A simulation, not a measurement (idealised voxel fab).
process module | voxel ribs on slabs
cross-section cut | 155 nm wide | cells 5 nm
A cross-section is a grid of square cells, given in bands from the top down. A band is one or more rows of cells.
Each band's line starts with the height of the band's top and of its bottom, in nm. Then come its materials from left to right, each with its width in nm. One material with "throughout" fills the band from edge to edge. "air" is empty space.
Height 0 is the level under which the wafer as received is all one material. The lowest band goes on downwards, as in "0 down".
A width such as "30 to 40" changes by the same amount from each row of cells to the next, from the band's top row to its bottom row.
"no change" after a step means that no cell of the cross-section changed.
closed voids: empty space of 8 cells or more with no open way to the top, each as width x height at its distance from the left edge, in nm
after a step's settings: what the simulator itself notes on the step
overlay nm, on a step with a mask: how far to the right of its planned place the mask lay; to the left if negative
plan
1 op RECEIVE | material Si
2 op DIRECTIONAL_DEP | material SiO2 | thk nm 25
3 op DIRECTIONAL_DEP | material SiN | thk nm 20
4 op PATTERN | tone cover | mask id RIB | material resist | width nm 15 | thk nm 15 | overlay nm 0
5 op DIRECTIONAL_ETCH | etch materials SiN | depth nm 5
6 op STRIP | etch materials resist
7 op PATTERN | tone cover | mask id SLAB | material resist | width nm 65 | thk nm 15 | overlay nm 0
8 op DIRECTIONAL_ETCH | etch materials SiN | depth nm 15
9 op STRIP | etch materials resist
10 op FILL_DEP | material SiO2 | thk nm 25
11 op CMP | height nm 60
12 op DIRECTIONAL_DEP | material TiN | thk nm 10
13 op MASKED_ETCH | tone cover | mask id HEATER | width nm 25 | etch materials TiN | depth nm 10 | overlay nm 0
14 op CONFORMAL_DEP | material SiO2 | thk nm 5
first wafer, as planned
as received, after step 1
  0 down: Si throughout
  closed voids: none
after step 2
  25 to 0: SiO2 throughout
  below 0: unchanged
after step 3
  45 to 25: SiN throughout
  below 25: unchanged
after step 4
  60 to 45: air 70 | resist 15 | air 70
  below 45: unchanged
after step 5
  60 to 45: air 70 | resist 15 | air 70
  45 to 40: air 70 | SiN 15 | air 70
  below 40: unchanged
after step 6
  45 to 40: air 70 | SiN 15 | air 70
  below 40: unchanged
after step 7
  60 to 45: air 45 | resist 65 | air 45
  45 to 40: air 45 | resist 25 | SiN 15 | resist 25 | air 45
  below 40: unchanged
after step 8
  60 to 45: air 45 | resist 65 | air 45
  45 to 40: air 45 | resist 25 | SiN 15 | resist 25 | air 45
  40 to 25: air 45 | SiN 65 | air 45
  below 25: unchanged
after step 9
  45 to 40: air 70 | SiN 15 | air 70
  below 40: unchanged
after step 10
  70 to 45: SiO2 throughout
  45 to 40: SiO2 70 | SiN 15 | SiO2 70
  40 to 25: SiO2 45 | SiN 65 | SiO2 45
  below 25: unchanged
after step 11
  60 to 45: SiO2 throughout
  below 45: unchanged
after step 12
  70 to 60: TiN throughout
  below 60: unchanged
after step 13
  70 to 60: air 65 | TiN 25 | air 65
  below 60: unchanged
after step 14
  75 to 70: air 60 | SiO2 35 | air 60
  70 to 65: air 60 | SiO2 5 | TiN 25 | SiO2 5 | air 60
  65 to 60: SiO2 65 | TiN 25 | SiO2 65
  below 60: unchanged
second wafer: like start, like plan, one mistake. Through step 6 it matches the first wafer
when step 7 should have ended
  60 to 45: air 50 | resist 60 | air 45
  45 to 40: air 50 | resist 20 | SiN 15 | resist 25 | air 45
  below 40: unchanged
when step 8 should have ended
  60 to 45: air 50 | resist 60 | air 45
  45 to 40: air 50 | resist 20 | SiN 15 | resist 25 | air 45
  40 to 25: air 50 | SiN 60 | air 45
  below 25: unchanged
when step 9 should have ended
  45 to 40: air 70 | SiN 15 | air 70
  below 40: unchanged
when step 10 should have ended
  70 to 45: SiO2 throughout
  45 to 40: SiO2 70 | SiN 15 | SiO2 70
  40 to 25: SiO2 50 | SiN 60 | SiO2 45
  below 25: unchanged
when step 11 should have ended
  60 to 45: SiO2 throughout
  below 45: unchanged
when step 12 should have ended
  70 to 60: TiN throughout
  below 60: unchanged
when step 13 should have ended
  70 to 60: air 65 | TiN 25 | air 65
  below 60: unchanged
when step 14 should have ended
  75 to 70: air 60 | SiO2 35 | air 60
  70 to 65: air 60 | SiO2 5 | TiN 25 | SiO2 5 | air 60
  65 to 60: SiO2 65 | TiN 25 | SiO2 65
  below 60: unchanged
what went wrong: step 7 ran as: op PATTERN | tone cover | mask id SLAB | material resist | width nm 60 | thk nm 15 | overlay nm 0
at the end the second wafer has, in cells: 3 fewer of SiN | 3 more of SiO2
